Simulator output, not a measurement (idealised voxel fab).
Process module name: voxel gate over fins
280 nm wide, 5 nm square cells: that's cross-section cut.
Cross-section = grid of square cells, listed top down in bands; band = one or more rows. Within each band entry, the heights of the top and of the bottom of the band appear first, in that order and in nm; the materials of the band then follow from left to right, each with its corresponding width in nm. The designation "edge to edge" on a single material indicates that it fills the band from edge to edge; the designation "blank" indicates empty space. Beneath 0, the wafer as received is one material, and that level is where height counting begins. The lowest band goes on downward without a bottom; it is written like "from 0 down". Width spec "30..40" -> top row of cells at first value, bottom row at second value, equal per-row change in between. It should be understood that the words "same as before", when stated for a given step, signify that the cross-section underwent no change in any of its cells during that step. The label "Listed closed voids" introduces a list of the empty spaces, 8 cells or larger, that have no open way up to the top; each entry in it reads width x height at distance, where the distance is taken from the left edge and all three are stated in nm. Note: text after step settings on the step line = simulator remark on that step. Steps that use a mask can have "overlay nm" on their line. It says how far the mask sat to the right of where it was meant to be. Negative means to the left.
PLAN
1. RECEIVE,material Si
2. CONFORMAL_DEP,material SiN,thk nm 10
3. DIRECTIONAL_DEP,material aC,thk nm 10
4. PATTERN,tone cover,mask id FINS,material resist,width nm 15,pitch nm 60,thk nm 25,overlay nm 0
5. DIRECTIONAL_ETCH,etch materials aC,depth nm 10
6. STRIP,etch materials resist
7. DIRECTIONAL_ETCH,etch materials SiN,depth nm 10
8. DIRECTIONAL_ETCH,etch materials Si,depth nm 30
9. STRIP,etch materials aC
10. OXIDIZE,depth nm 5
11. FILL_DEP,material SiO2,thk nm 5
12. CMP,height nm 10
13. PATTERN,tone open,mask id RAIL,material resist,width nm 15,thk nm 20,overlay nm 0
14. DIRECTIONAL_ETCH,etch materials SiO2,depth nm 35
15. STRIP,etch materials resist
16. CONFORMAL_DEP,material TiN,thk nm 5
17. FILL_DEP,material W,thk nm 10
18. CMP,height nm 10
19. SELECTIVE_ETCH,etch materials W Ru TiN,depth nm 30
20. FILL_DEP,material SiO2,thk nm 5
21. CMP,height nm 10
22. SELECTIVE_ETCH,etch materials SiO2,depth nm 25
23. STRIP,etch materials SiN
24. CONFORMAL_DEP,material HfO2,thk nm 5
25. CONFORMAL_DEP,material TiN,thk nm 5
26. FILL_DEP,material W,thk nm 15
27. CMP,height nm 20
28. CONFORMAL_DEP,material SiCN,thk nm 10
FIRST WAFER OUT OF TWO, PROCESSED AS PLANNED
WAFER CROSS-SECTION ON RECEIPT, I.E. AFTER STEP 1
	from 0 down  Si edge to edge
	Listed closed voids: none
YOU'RE LOOKING AT A CROSS-SECTION OF THE WAFER AFTER STEP 2
	from 10 to 0  SiN edge to edge
	Unchanged below 0.
YOU'RE LOOKING AT A CROSS-SECTION OF THE WAFER AFTER STEP 3
	from 20 to 10  aC edge to edge
	Unchanged below 10.
YOU'RE LOOKING AT A CROSS-SECTION OF THE WAFER AFTER STEP 4
	from 45 to 20  70 of blank  15 of resist  45 of blank  15 of resist  45 of blank  15 of resist  75 of blank
	Unchanged below 20.
YOU'RE LOOKING AT A CROSS-SECTION OF THE WAFER AFTER STEP 5
	from 35 to 20  70 of blank  15 of resist  45 of blank  15 of resist  45 of blank  15 of resist  75 of blank
	from 20 to 10  70 of blank  15 of aC  45 of blank  15 of aC  45 of blank  15 of aC  75 of blank
	Unchanged below 10.
YOU'RE LOOKING AT A CROSS-SECTION OF THE WAFER AFTER STEP 6
	from 20 to 10  70 of blank  15 of aC  45 of blank  15 of aC  45 of blank  15 of aC  75 of blank
	Unchanged below 10.
YOU'RE LOOKING AT A CROSS-SECTION OF THE WAFER AFTER STEP 7
	from 20 to 10  70 of blank  15 of aC  45 of blank  15 of aC  45 of blank  15 of aC  75 of blank
	from 10 to 0  70 of blank  15 of SiN  45 of blank  15 of SiN  45 of blank  15 of SiN  75 of blank
	Unchanged below 0.
YOU'RE LOOKING AT A CROSS-SECTION OF THE WAFER AFTER STEP 8
	from 20 to 10  70 of blank  15 of aC  45 of blank  15 of aC  45 of blank  15 of aC  75 of blank
	from 10 to 0  70 of blank  15 of SiN  45 of blank  15 of SiN  45 of blank  15 of SiN  75 of blank
	from 0 to -30  70 of blank  15 of Si  45 of blank  15 of Si  45 of blank  15 of Si  75 of blank
	Unchanged below -30.
YOU'RE LOOKING AT A CROSS-SECTION OF THE WAFER AFTER STEP 9
	from 10 to 0  70 of blank  15 of SiN  45 of blank  15 of SiN  45 of blank  15 of SiN  75 of blank
	Unchanged below 0.
YOU'RE LOOKING AT A CROSS-SECTION OF THE WAFER AFTER STEP 10
	from 10 to 0  70 of blank  15 of SiN  45 of blank  15 of SiN  45 of blank  15 of SiN  75 of blank
	from 0 to -30  70 of blank  5 of SiO2  5 of Si  5 of SiO2  45 of blank  5 of SiO2  5 of Si  5 of SiO2  45 of blank  5 of SiO2  5 of Si  5 of SiO2  75 of blank
	from -30 to -35  75 of SiO2  5 of Si  55 of SiO2  5 of Si  55 of SiO2  5 of Si  80 of SiO2
	Unchanged below -35.
YOU'RE LOOKING AT A CROSS-SECTION OF THE WAFER AFTER STEP 11
	from 15 to 10  SiO2 edge to edge
	from 10 to 0  70 of SiO2  15 of SiN  45 of SiO2  15 of SiN  45 of SiO2  15 of SiN  75 of SiO2
	from 0 to -35  75 of SiO2  5 of Si  55 of SiO2  5 of Si  55 of SiO2  5 of Si  80 of SiO2
	Unchanged below -35.
YOU'RE LOOKING AT A CROSS-SECTION OF THE WAFER AFTER STEP 12
	from 10 to 0  70 of SiO2  15 of SiN  45 of SiO2  15 of SiN  45 of SiO2  15 of SiN  75 of SiO2
	Unchanged below 0.
YOU'RE LOOKING AT A CROSS-SECTION OF THE WAFER AFTER STEP 13
	from 30 to 10  100 of resist  15 of blank  165 of resist
	Unchanged below 10.
YOU'RE LOOKING AT A CROSS-SECTION OF THE WAFER AFTER STEP 14
	from 30 to 10  100 of resist  15 of blank  165 of resist
	from 10 to 0  70 of SiO2  15 of SiN  15 of SiO2  15 of blank  15 of SiO2  15 of SiN  45 of SiO2  15 of SiN  75 of SiO2
	from 0 to -25  75 of SiO2  5 of Si  20 of SiO2  15 of blank  20 of SiO2  5 of Si  55 of SiO2  5 of Si  80 of SiO2
	Unchanged below -25.
YOU'RE LOOKING AT A CROSS-SECTION OF THE WAFER AFTER STEP 15
	from 10 to 0  70 of SiO2  15 of SiN  15 of SiO2  15 of blank  15 of SiO2  15 of SiN  45 of SiO2  15 of SiN  75 of SiO2
	Unchanged below 0.
YOU'RE LOOKING AT A CROSS-SECTION OF THE WAFER AFTER STEP 16
	from 15 to 10  105 of TiN  5 of blank  170 of TiN
	from 10 to 0  70 of SiO2  15 of SiN  15 of SiO2  5 of TiN  5 of blank  5 of TiN  15 of SiO2  15 of SiN  45 of SiO2  15 of SiN  75 of SiO2
	from 0 to -20  75 of SiO2  5 of Si  20 of SiO2  5 of TiN  5 of blank  5 of TiN  20 of SiO2  5 of Si  55 of SiO2  5 of Si  80 of SiO2
	from -20 to -25  75 of SiO2  5 of Si  20 of SiO2  15 of TiN  20 of SiO2  5 of Si  55 of SiO2  5 of Si  80 of SiO2
	Unchanged below -25.
YOU'RE LOOKING AT A CROSS-SECTION OF THE WAFER AFTER STEP 17
	from 25 to 15  W edge to edge
	from 15 to 10  105 of TiN  5 of W  170 of TiN
	from 10 to 0  70 of SiO2  15 of SiN  15 of SiO2  5 of TiN  5 of W  5 of TiN  15 of SiO2  15 of SiN  45 of SiO2  15 of SiN  75 of SiO2
	from 0 to -20  75 of SiO2  5 of Si  20 of SiO2  5 of TiN  5 of W  5 of TiN  20 of SiO2  5 of Si  55 of SiO2  5 of Si  80 of SiO2
	Unchanged below -20.
YOU'RE LOOKING AT A CROSS-SECTION OF THE WAFER AFTER STEP 18
	from 10 to 0  70 of SiO2  15 of SiN  15 of SiO2  5 of TiN  5 of W  5 of TiN  15 of SiO2  15 of SiN  45 of SiO2  15 of SiN  75 of SiO2
	Unchanged below 0.
YOU'RE LOOKING AT A CROSS-SECTION OF THE WAFER AFTER STEP 19
	from 10 to 0  70 of SiO2  15 of SiN  15 of SiO2  15 of blank  15 of SiO2  15 of SiN  45 of SiO2  15 of SiN  75 of SiO2
	from 0 to -20  75 of SiO2  5 of Si  20 of SiO2  15 of blank  20 of SiO2  5 of Si  55 of SiO2  5 of Si  80 of SiO2
	Unchanged below -20.
YOU'RE LOOKING AT A CROSS-SECTION OF THE WAFER AFTER STEP 20
	from 15 to 10  SiO2 edge to edge
	from 10 to 0  70 of SiO2  15 of SiN  45 of SiO2  15 of SiN  45 of SiO2  15 of SiN  75 of SiO2
	from 0 to -20  75 of SiO2  5 of Si  55 of SiO2  5 of Si  55 of SiO2  5 of Si  80 of SiO2
	Unchanged below -20.
YOU'RE LOOKING AT A CROSS-SECTION OF THE WAFER AFTER STEP 21
	from 10 to 0  70 of SiO2  15 of SiN  45 of SiO2  15 of SiN  45 of SiO2  15 of SiN  75 of SiO2
	Unchanged below 0.
YOU'RE LOOKING AT A CROSS-SECTION OF THE WAFER AFTER STEP 22
	from 10 to 0  70 of blank  15 of SiN  45 of blank  15 of SiN  45 of blank  15 of SiN  75 of blank
	from 0 to -15  75 of blank  5 of Si  55 of blank  5 of Si  55 of blank  5 of Si  80 of blank
	Unchanged below -15.
YOU'RE LOOKING AT A CROSS-SECTION OF THE WAFER AFTER STEP 23
	from 0 to -15  75 of blank  5 of Si  55 of blank  5 of Si  55 of blank  5 of Si  80 of blank
	Unchanged below -15.
YOU'RE LOOKING AT A CROSS-SECTION OF THE WAFER AFTER STEP 24
	from 5 to 0  70 of blank  15 of HfO2  45 of blank  15 of HfO2  45 of blank  15 of HfO2  75 of blank
	from 0 to -10  70 of blank  5 of HfO2  5 of Si  5 of HfO2  45 of blank  5 of HfO2  5 of Si  5 of HfO2  45 of blank  5 of HfO2  5 of Si  5 of HfO2  75 of blank
	from -10 to -15  75 of HfO2  5 of Si  55 of HfO2  5 of Si  55 of HfO2  5 of Si  80 of HfO2
	Unchanged below -15.
YOU'RE LOOKING AT A CROSS-SECTION OF THE WAFER AFTER STEP 25
	from 10 to 5  65 of blank  25 of TiN  35 of blank  25 of TiN  35 of blank  25 of TiN  70 of blank
	from 5 to 0  65 of blank  5 of TiN  15 of HfO2  5 of TiN  35 of blank  5 of TiN  15 of HfO2  5 of TiN  35 of blank  5 of TiN  15 of HfO2  5 of TiN  70 of blank
	from 0 to -5  65 of blank  5 of TiN  5 of HfO2  5 of Si  5 of HfO2  5 of TiN  35 of blank  5 of TiN  5 of HfO2  5 of Si  5 of HfO2  5 of TiN  35 of blank  5 of TiN  5 of HfO2  5 of Si  5 of HfO2  5 of TiN  70 of blank
	from -5 to -10  70 of TiN  5 of HfO2  5 of Si  5 of HfO2  45 of TiN  5 of HfO2  5 of Si  5 of HfO2  45 of TiN  5 of HfO2  5 of Si  5 of HfO2  75 of TiN
	Unchanged below -10.
YOU'RE LOOKING AT A CROSS-SECTION OF THE WAFER AFTER STEP 26
	from 25 to 10  W edge to edge
	from 10 to 5  65 of W  25 of TiN  35 of W  25 of TiN  35 of W  25 of TiN  70 of W
	from 5 to 0  65 of W  5 of TiN  15 of HfO2  5 of TiN  35 of W  5 of TiN  15 of HfO2  5 of TiN  35 of W  5 of TiN  15 of HfO2  5 of TiN  70 of W
	from 0 to -5  65 of W  5 of TiN  5 of HfO2  5 of Si  5 of HfO2  5 of TiN  35 of W  5 of TiN  5 of HfO2  5 of Si  5 of HfO2  5 of TiN  35 of W  5 of TiN  5 of HfO2  5 of Si  5 of HfO2  5 of TiN  70 of W
	Unchanged below -5.
YOU'RE LOOKING AT A CROSS-SECTION OF THE WAFER AFTER STEP 27
	from 20 to 10  W edge to edge
	Unchanged below 10.
YOU'RE LOOKING AT A CROSS-SECTION OF THE WAFER AFTER STEP 28
	from 30 to 20  SiCN edge to edge
	Unchanged below 20.
THE REMAINING WAFER, SECOND OF THE TWO, STARTED LIKE THE FIRST AND WAS RUN TO THE SAME PLAN, EXCEPT THAT ONE MISTAKE WAS MADE ALONG THE WAY; THE TWO COINCIDE THROUGH STEP 12, INCLUSIVE
CROSS-SECTIONAL VIEW OF THE SECOND WAFER AT THE INTENDED END TIME OF PROCESS STEP 13
	from 30 to 10  95 of resist  25 of blank  160 of resist
	Unchanged below 10.
CROSS-SECTIONAL VIEW OF THE SECOND WAFER AT THE INTENDED END TIME OF PROCESS STEP 14
	from 30 to 10  95 of resist  25 of blank  160 of resist
	from 10 to 0  70 of SiO2  15 of SiN  10 of SiO2  25 of blank  10 of SiO2  15 of SiN  45 of SiO2  15 of SiN  75 of SiO2
	from 0 to -25  75 of SiO2  5 of Si  15 of SiO2  25 of blank  15 of SiO2  5 of Si  55 of SiO2  5 of Si  80 of SiO2
	Unchanged below -25.
CROSS-SECTIONAL VIEW OF THE SECOND WAFER AT THE INTENDED END TIME OF PROCESS STEP 15
	from 10 to 0  70 of SiO2  15 of SiN  10 of SiO2  25 of blank  10 of SiO2  15 of SiN  45 of SiO2  15 of SiN  75 of SiO2
	Unchanged below 0.
CROSS-SECTIONAL VIEW OF THE SECOND WAFER AT THE INTENDED END TIME OF PROCESS STEP 16
	from 15 to 10  100 of TiN  15 of blank  165 of TiN
	from 10 to 0  70 of SiO2  15 of SiN  10 of SiO2  5 of TiN  15 of blank  5 of TiN  10 of SiO2  15 of SiN  45 of SiO2  15 of SiN  75 of SiO2
	from 0 to -20  75 of SiO2  5 of Si  15 of SiO2  5 of TiN  15 of blank  5 of TiN  15 of SiO2  5 of Si  55 of SiO2  5 of Si  80 of SiO2
	from -20 to -25  75 of SiO2  5 of Si  15 of SiO2  25 of TiN  15 of SiO2  5 of Si  55 of SiO2  5 of Si  80 of SiO2
	Unchanged below -25.
CROSS-SECTIONAL VIEW OF THE SECOND WAFER AT THE INTENDED END TIME OF PROCESS STEP 17
	from 25 to 15  W edge to edge
	from 15 to 10  100 of TiN  15 of W  165 of TiN
	from 10 to 0  70 of SiO2  15 of SiN  10 of SiO2  5 of TiN  15 of W  5 of TiN  10 of SiO2  15 of SiN  45 of SiO2  15 of SiN  75 of SiO2
	from 0 to -20  75 of SiO2  5 of Si  15 of SiO2  5 of TiN  15 of W  5 of TiN  15 of SiO2  5 of Si  55 of SiO2  5 of Si  80 of SiO2
	Unchanged below -20.
CROSS-SECTIONAL VIEW OF THE SECOND WAFER AT THE INTENDED END TIME OF PROCESS STEP 18
	from 10 to 0  70 of SiO2  15 of SiN  10 of SiO2  5 of TiN  15 of W  5 of TiN  10 of SiO2  15 of SiN  45 of SiO2  15 of SiN  75 of SiO2
	Unchanged below 0.
CROSS-SECTIONAL VIEW OF THE SECOND WAFER AT THE INTENDED END TIME OF PROCESS STEP 19
	from 10 to 0  70 of SiO2  15 of SiN  10 of SiO2  25 of blank  10 of SiO2  15 of SiN  45 of SiO2  15 of SiN  75 of SiO2
	from 0 to -20  75 of SiO2  5 of Si  15 of SiO2  25 of blank  15 of SiO2  5 of Si  55 of SiO2  5 of Si  80 of SiO2
	Unchanged below -20.
CROSS-SECTIONAL VIEW OF THE SECOND WAFER AT THE INTENDED END TIME OF PROCESS STEP 20
	from 15 to 10  SiO2 edge to edge
	from 10 to 0  70 of SiO2  15 of SiN  45 of SiO2  15 of SiN  45 of SiO2  15 of SiN  75 of SiO2
	from 0 to -20  75 of SiO2  5 of Si  55 of SiO2  5 of Si  55 of SiO2  5 of Si  80 of SiO2
	Unchanged below -20.
CROSS-SECTIONAL VIEW OF THE SECOND WAFER AT THE INTENDED END TIME OF PROCESS STEP 21
	from 10 to 0  70 of SiO2  15 of SiN  45 of SiO2  15 of SiN  45 of SiO2  15 of SiN  75 of SiO2
	Unchanged below 0.
CROSS-SECTIONAL VIEW OF THE SECOND WAFER AT THE INTENDED END TIME OF PROCESS STEP 22
	from 10 to 0  70 of blank  15 of SiN  45 of blank  15 of SiN  45 of blank  15 of SiN  75 of blank
	from 0 to -15  75 of blank  5 of Si  55 of blank  5 of Si  55 of blank  5 of Si  80 of blank
	Unchanged below -15.
CROSS-SECTIONAL VIEW OF THE SECOND WAFER AT THE INTENDED END TIME OF PROCESS STEP 23
	from 0 to -15  75 of blank  5 of Si  55 of blank  5 of Si  55 of blank  5 of Si  80 of blank
	Unchanged below -15.
CROSS-SECTIONAL VIEW OF THE SECOND WAFER AT THE INTENDED END TIME OF PROCESS STEP 24
	from 5 to 0  70 of blank  15 of HfO2  45 of blank  15 of HfO2  45 of blank  15 of HfO2  75 of blank
	from 0 to -10  70 of blank  5 of HfO2  5 of Si  5 of HfO2  45 of blank  5 of HfO2  5 of Si  5 of HfO2  45 of blank  5 of HfO2  5 of Si  5 of HfO2  75 of blank
	from -10 to -15  75 of HfO2  5 of Si  55 of HfO2  5 of Si  55 of HfO2  5 of Si  80 of HfO2
	Unchanged below -15.
CROSS-SECTIONAL VIEW OF THE SECOND WAFER AT THE INTENDED END TIME OF PROCESS STEP 25
	from 10 to 5  65 of blank  25 of TiN  35 of blank  25 of TiN  35 of blank  25 of TiN  70 of blank
	from 5 to 0  65 of blank  5 of TiN  15 of HfO2  5 of TiN  35 of blank  5 of TiN  15 of HfO2  5 of TiN  35 of blank  5 of TiN  15 of HfO2  5 of TiN  70 of blank
	from 0 to -5  65 of blank  5 of TiN  5 of HfO2  5 of Si  5 of HfO2  5 of TiN  35 of blank  5 of TiN  5 of HfO2  5 of Si  5 of HfO2  5 of TiN  35 of blank  5 of TiN  5 of HfO2  5 of Si  5 of HfO2  5 of TiN  70 of blank
	from -5 to -10  70 of TiN  5 of HfO2  5 of Si  5 of HfO2  45 of TiN  5 of HfO2  5 of Si  5 of HfO2  45 of TiN  5 of HfO2  5 of Si  5 of HfO2  75 of TiN
	Unchanged below -10.
CROSS-SECTIONAL VIEW OF THE SECOND WAFER AT THE INTENDED END TIME OF PROCESS STEP 26
	from 25 to 10  W edge to edge
	from 10 to 5  65 of W  25 of TiN  35 of W  25 of TiN  35 of W  25 of TiN  70 of W
	from 5 to 0  65 of W  5 of TiN  15 of HfO2  5 of TiN  35 of W  5 of TiN  15 of HfO2  5 of TiN  35 of W  5 of TiN  15 of HfO2  5 of TiN  70 of W
	from 0 to -5  65 of W  5 of TiN  5 of HfO2  5 of Si  5 of HfO2  5 of TiN  35 of W  5 of TiN  5 of HfO2  5 of Si  5 of HfO2  5 of TiN  35 of W  5 of TiN  5 of HfO2  5 of Si  5 of HfO2  5 of TiN  70 of W
	Unchanged below -5.
CROSS-SECTIONAL VIEW OF THE SECOND WAFER AT THE INTENDED END TIME OF PROCESS STEP 27
	from 20 to 10  W edge to edge
	Unchanged below 10.
CROSS-SECTIONAL VIEW OF THE SECOND WAFER AT THE INTENDED END TIME OF PROCESS STEP 28
	from 30 to 20  SiCN edge to edge
	Unchanged below 20.
Finding, execution versus plan: not per plan at step 13, really ran PATTERN,tone open,mask id RAIL,material resist,width nm 25,thk nm 20,overlay nm 0
The closing comparison, in cells, has the second wafer with more or fewer of some materials than the first: 2 fewer of SiO2 | 2 more of TiN
